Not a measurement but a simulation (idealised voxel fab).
Proc. module: voxel wiring stack
cross-section cut | 215 nm wide | cells 5 nm
Think of the cross-section as a grid of square cells. We describe it in bands, top to bottom, and each band covers one or more rows of those cells. Basically the band line says how high the top is and how high the bottom is, in nm, and then what's in it from left to right, every material with its width in nm. Empty space shows up as "air", and if a single material carries "full width" it runs the full band edge to edge. Ref level 0: as-received wafer is one material below here. Bottom band extends down with no lower bound ("top 0, no bottom"). It should be noted that a width expressed as "30..40" varies in equal increments from row to row of cells within the band, taking the value of the first number at the top row and that of the second number at the bottom row. Take "no modification" at face value: in the step it is given for, the cross-section changed in none of its cells. Enclosed voids (no open way to top), threshold 8 cells or more, entry "Encapsulated voids", notation width x height at distance, distance from left edge, nm. Post-settings text on a step line: simulator's own remark regarding the step. overlay nm: how far to the right of its planned place the mask lay on this masked step (negative: to the left).

# Steps planned for the process
1 RECEIVE: material Si
2 CONFORMAL_DEP: material SiO2, thk nm 10
3 CONFORMAL_DEP: material SiN, thk nm 5
4 DIRECTIONAL_DEP: material SiO2, thk nm 25
5 DIRECTIONAL_DEP: material aC, thk nm 15
6 PATTERN: tone open, mask id METAL_1, material resist, width nm 30, pitch nm 50, thk nm 30, overlay nm 0
7 DIRECTIONAL_ETCH: etch materials aC, depth nm 15
8 STRIP: etch materials resist
9 DIRECTIONAL_ETCH: etch materials SiO2, depth nm 25
10 DIRECTIONAL_ETCH: etch materials SiN, depth nm 5
11 STRIP: etch materials aC
12 CONFORMAL_DEP: material TiN, thk nm 5
13 FILL_DEP: material Cu, thk nm 5
14 CMP: height nm 40
15 CONFORMAL_DEP: material SiCN, thk nm 5
16 DIRECTIONAL_DEP: material SiO2, thk nm 35
17 DIRECTIONAL_DEP: material aC, thk nm 15
18 PATTERN: tone open, mask id METAL_2, material resist, width nm 30, pitch nm 50, thk nm 35, overlay nm 0
19 DIRECTIONAL_ETCH: etch materials aC, depth nm 15
20 STRIP: etch materials resist
21 DIRECTIONAL_ETCH: etch materials SiO2, depth nm 20
22 STRIP: etch materials aC
23 MASKED_ETCH: tone open, mask id METAL_2_HOLES, width nm 15, pitch nm 100, etch materials SiO2, depth nm 15, overlay nm 0
24 MASKED_ETCH: tone open, mask id METAL_2_HOLES, width nm 15, pitch nm 100, etch materials SiCN, depth nm 5, overlay nm 0
25 CONFORMAL_DEP: material TiN, thk nm 5
26 FILL_DEP: material Cu, thk nm 5
27 CMP: height nm 80
28 CONFORMAL_DEP: material SiCN, thk nm 5
29 DIRECTIONAL_DEP: material SiO2, thk nm 15
30 MASKED_ETCH: tone open, mask id PLUG_2, width nm 15, pitch nm 50, etch materials SiO2, depth nm 15, overlay nm 0
31 MASKED_ETCH: tone open, mask id PLUG_2, width nm 15, pitch nm 50, etch materials SiCN, depth nm 5, overlay nm 0
32 CONFORMAL_DEP: material TiN, thk nm 5
33 FILL_DEP: material Ru, thk nm 10
34 CMP: height nm 100
35 CONFORMAL_DEP: material SiCN, thk nm 5
36 DIRECTIONAL_DEP: material SiO2, thk nm 20
37 DIRECTIONAL_DEP: material aC, thk nm 15
38 PATTERN: tone open, mask id METAL_3, material resist, width nm 30, pitch nm 50, thk nm 35, overlay nm 0
39 DIRECTIONAL_ETCH: etch materials aC, depth nm 15
40 STRIP: etch materials resist
41 DIRECTIONAL_ETCH: etch materials SiO2, depth nm 20
42 DIRECTIONAL_ETCH: etch materials SiCN, depth nm 5
43 STRIP: etch materials aC
44 CONFORMAL_DEP: material TiN, thk nm 5
45 FILL_DEP: material Cu, thk nm 5
46 CMP: height nm 125
47 CONFORMAL_DEP: material SiCN, thk nm 5
48 DIRECTIONAL_DEP: material lowk, thk nm 10
49 PATTERN: tone open, mask id PLUG_3, material resist, width nm 15, pitch nm 50, thk nm 15, overlay nm 0
50 DIRECTIONAL_ETCH: etch materials lowk, depth nm 10
51 DIRECTIONAL_ETCH: etch materials SiCN, depth nm 5
52 STRIP: etch materials resist
53 CONFORMAL_DEP: material TiN, thk nm 5
54 FILL_DEP: material Ru, thk nm 10
55 CMP: height nm 140
56 DIRECTIONAL_DEP: material TiN, thk nm 5
57 DIRECTIONAL_DEP: material W, thk nm 20
58 DIRECTIONAL_DEP: material aC, thk nm 10
59 PATTERN: tone cover, mask id METAL_4, material resist, width nm 30, pitch nm 50, thk nm 25, overlay nm 0
60 DIRECTIONAL_ETCH: etch materials aC, depth nm 10
61 STRIP: etch materials resist
62 DIRECTIONAL_ETCH: etch materials W, depth nm 20
63 DIRECTIONAL_ETCH: etch materials TiN, depth nm 5
64 STRIP: etch materials aC
65 CONFORMAL_DEP: material SiCN, thk nm 5
66 FILL_DEP: material SiO2, thk nm 10
67 CMP: height nm 165
68 CONFORMAL_DEP: material SiN, thk nm 5

# This is the cross-section of the wafer as we received it, i.e. after step 1
> top 0, no bottom = Si full width
> Encapsulated voids: none

# Cross-sectional view of the first of the two wafers upon completion of the module, processed in accordance with the plan
> top 170, bottom 165 = SiN full width
> top 165, bottom 145 = 10 of SiO2 / 5 of SiCN / 30 of W / 5 of SiCN / 10 of SiO2 / 5 of SiCN / 30 of W / 5 of SiCN / 10 of SiO2 / 5 of SiCN / 30 of W / 5 of SiCN / 10 of SiO2 / 5 of SiCN / 30 of W / 5 of SiCN / 15 of SiO2
> top 145, bottom 140 = 15 of SiCN / 30 of TiN / 20 of SiCN / 30 of TiN / 20 of SiCN / 30 of TiN / 20 of SiCN / 30 of TiN / 20 of SiCN
> top 140, bottom 130 = 15 of lowk / 5 of TiN / 5 of Ru / 5 of TiN / 35 of lowk / 5 of TiN / 5 of Ru / 5 of TiN / 35 of lowk / 5 of TiN / 5 of Ru / 5 of TiN / 35 of lowk / 5 of TiN / 5 of Ru / 5 of TiN / 35 of lowk
> top 130, bottom 125 = 15 of SiCN / 15 of TiN / 35 of SiCN / 15 of TiN / 35 of SiCN / 15 of TiN / 35 of SiCN / 15 of TiN / 35 of SiCN
> top 125, bottom 105 = 15 of SiO2 / 5 of TiN / 20 of Cu / 5 of TiN / 20 of SiO2 / 5 of TiN / 20 of Cu / 5 of TiN / 20 of SiO2 / 5 of TiN / 20 of Cu / 5 of TiN / 20 of SiO2 / 5 of TiN / 20 of Cu / 5 of TiN / 20 of SiO2
> top 105, bottom 100 = 15 of SiCN / 30 of TiN / 20 of SiCN / 30 of TiN / 20 of SiCN / 30 of TiN / 20 of SiCN / 30 of TiN / 20 of SiCN
> top 100, bottom 85 = 15 of SiO2 / 5 of TiN / 5 of Ru / 5 of TiN / 35 of SiO2 / 5 of TiN / 5 of Ru / 5 of TiN / 35 of SiO2 / 5 of TiN / 5 of Ru / 5 of TiN / 35 of SiO2 / 5 of TiN / 5 of Ru / 5 of TiN / 35 of SiO2
> top 85, bottom 80 = 15 of SiCN / 15 of TiN / 35 of SiCN / 15 of TiN / 35 of SiCN / 15 of TiN / 35 of SiCN / 15 of TiN / 35 of SiCN
> top 80, bottom 65 = 15 of SiO2 / 5 of TiN / 20 of Cu / 5 of TiN / 20 of SiO2 / 5 of TiN / 20 of Cu / 5 of TiN / 20 of SiO2 / 5 of TiN / 20 of Cu / 5 of TiN / 20 of SiO2 / 5 of TiN / 20 of Cu / 5 of TiN / 20 of SiO2
> top 65, bottom 60 = 15 of SiO2 / 5 of TiN / 5 of Cu / 20 of TiN / 20 of SiO2 / 30 of TiN / 20 of SiO2 / 5 of TiN / 5 of Cu / 20 of TiN / 20 of SiO2 / 30 of TiN / 20 of SiO2
> top 60, bottom 45 = 15 of SiO2 / 5 of TiN / 5 of Cu / 5 of TiN / 85 of SiO2 / 5 of TiN / 5 of Cu / 5 of TiN / 85 of SiO2
> top 45, bottom 40 = 15 of SiCN / 15 of TiN / 85 of SiCN / 15 of TiN / 85 of SiCN
> top 40, bottom 15 = 15 of SiO2 / 5 of TiN / 20 of Cu / 5 of TiN / 20 of SiO2 / 5 of TiN / 20 of Cu / 5 of TiN / 20 of SiO2 / 5 of TiN / 20 of Cu / 5 of TiN / 20 of SiO2 / 5 of TiN / 20 of Cu / 5 of TiN / 20 of SiO2
> top 15, bottom 10 = 15 of SiN / 30 of TiN / 20 of SiN / 30 of TiN / 20 of SiN / 30 of TiN / 20 of SiN / 30 of TiN / 20 of SiN
> top 10, bottom 0 = SiO2 full width
> top 0, no bottom = Si full width
> Encapsulated voids: none

# Cross-sectional image of the second wafer of the two following completion of the module. Starting state and process plan were the same as for the first wafer; one execution error occurred
> top 170, bottom 165 = SiN full width
> top 165, bottom 145 = 10 of SiO2 / 5 of SiCN / 30 of W / 5 of SiCN / 10 of SiO2 / 5 of SiCN / 30 of W / 5 of SiCN / 10 of SiO2 / 5 of SiCN / 30 of W / 5 of SiCN / 10 of SiO2 / 5 of SiCN / 30 of W / 5 of SiCN / 15 of SiO2
> top 145, bottom 140 = 15 of SiCN / 30 of TiN / 20 of SiCN / 30 of TiN / 20 of SiCN / 30 of TiN / 20 of SiCN / 30 of TiN / 20 of SiCN
> top 140, bottom 130 = 25 of lowk / 5 of TiN / 5 of Ru / 5 of TiN / 35 of lowk / 5 of TiN / 5 of Ru / 5 of TiN / 35 of lowk / 5 of TiN / 5 of Ru / 5 of TiN / 35 of lowk / 5 of TiN / 5 of Ru / 5 of TiN / 25 of lowk
> top 130, bottom 125 = 25 of SiCN / 15 of TiN / 35 of SiCN / 15 of TiN / 35 of SiCN / 15 of TiN / 35 of SiCN / 15 of TiN / 25 of SiCN
> top 125, bottom 105 = 15 of SiO2 / 5 of TiN / 20 of Cu / 5 of TiN / 20 of SiO2 / 5 of TiN / 20 of Cu / 5 of TiN / 20 of SiO2 / 5 of TiN / 20 of Cu / 5 of TiN / 20 of SiO2 / 5 of TiN / 20 of Cu / 5 of TiN / 20 of SiO2
> top 105, bottom 100 = 15 of SiCN / 30 of TiN / 20 of SiCN / 30 of TiN / 20 of SiCN / 30 of TiN / 20 of SiCN / 30 of TiN / 20 of SiCN
> top 100, bottom 85 = 15 of SiO2 / 5 of TiN / 5 of Ru / 5 of TiN / 35 of SiO2 / 5 of TiN / 5 of Ru / 5 of TiN / 35 of SiO2 / 5 of TiN / 5 of Ru / 5 of TiN / 35 of SiO2 / 5 of TiN / 5 of Ru / 5 of TiN / 35 of SiO2
> top 85, bottom 80 = 15 of SiCN / 15 of TiN / 35 of SiCN / 15 of TiN / 35 of SiCN / 15 of TiN / 35 of SiCN / 15 of TiN / 35 of SiCN
> top 80, bottom 65 = 15 of SiO2 / 5 of TiN / 20 of Cu / 5 of TiN / 20 of SiO2 / 5 of TiN / 20 of Cu / 5 of TiN / 20 of SiO2 / 5 of TiN / 20 of Cu / 5 of TiN / 20 of SiO2 / 5 of TiN / 20 of Cu / 5 of TiN / 20 of SiO2
> top 65, bottom 60 = 15 of SiO2 / 5 of TiN / 5 of Cu / 20 of TiN / 20 of SiO2 / 30 of TiN / 20 of SiO2 / 5 of TiN / 5 of Cu / 20 of TiN / 20 of SiO2 / 30 of TiN / 20 of SiO2
> top 60, bottom 45 = 15 of SiO2 / 5 of TiN / 5 of Cu / 5 of TiN / 85 of SiO2 / 5 of TiN / 5 of Cu / 5 of TiN / 85 of SiO2
> top 45, bottom 40 = 15 of SiCN / 15 of TiN / 85 of SiCN / 15 of TiN / 85 of SiCN
> top 40, bottom 15 = 15 of SiO2 / 5 of TiN / 20 of Cu / 5 of TiN / 20 of SiO2 / 5 of TiN / 20 of Cu / 5 of TiN / 20 of SiO2 / 5 of TiN / 20 of Cu / 5 of TiN / 20 of SiO2 / 5 of TiN / 20 of Cu / 5 of TiN / 20 of SiO2
> top 15, bottom 10 = 15 of SiN / 30 of TiN / 20 of SiN / 30 of TiN / 20 of SiN / 30 of TiN / 20 of SiN / 30 of TiN / 20 of SiN
> top 10, bottom 0 = SiO2 full width
> top 0, no bottom = Si full width
> Encapsulated voids: none
The plan and the run diverged here: step 49: run off-plan, actual operation and settings PATTERN: tone open, mask id PLUG_3, material resist, width nm 15, pitch nm 50, thk nm 15, overlay nm 10
The concluding comparison shows that, measured in cells, each material is equally abundant on both wafers, albeit at different positions.
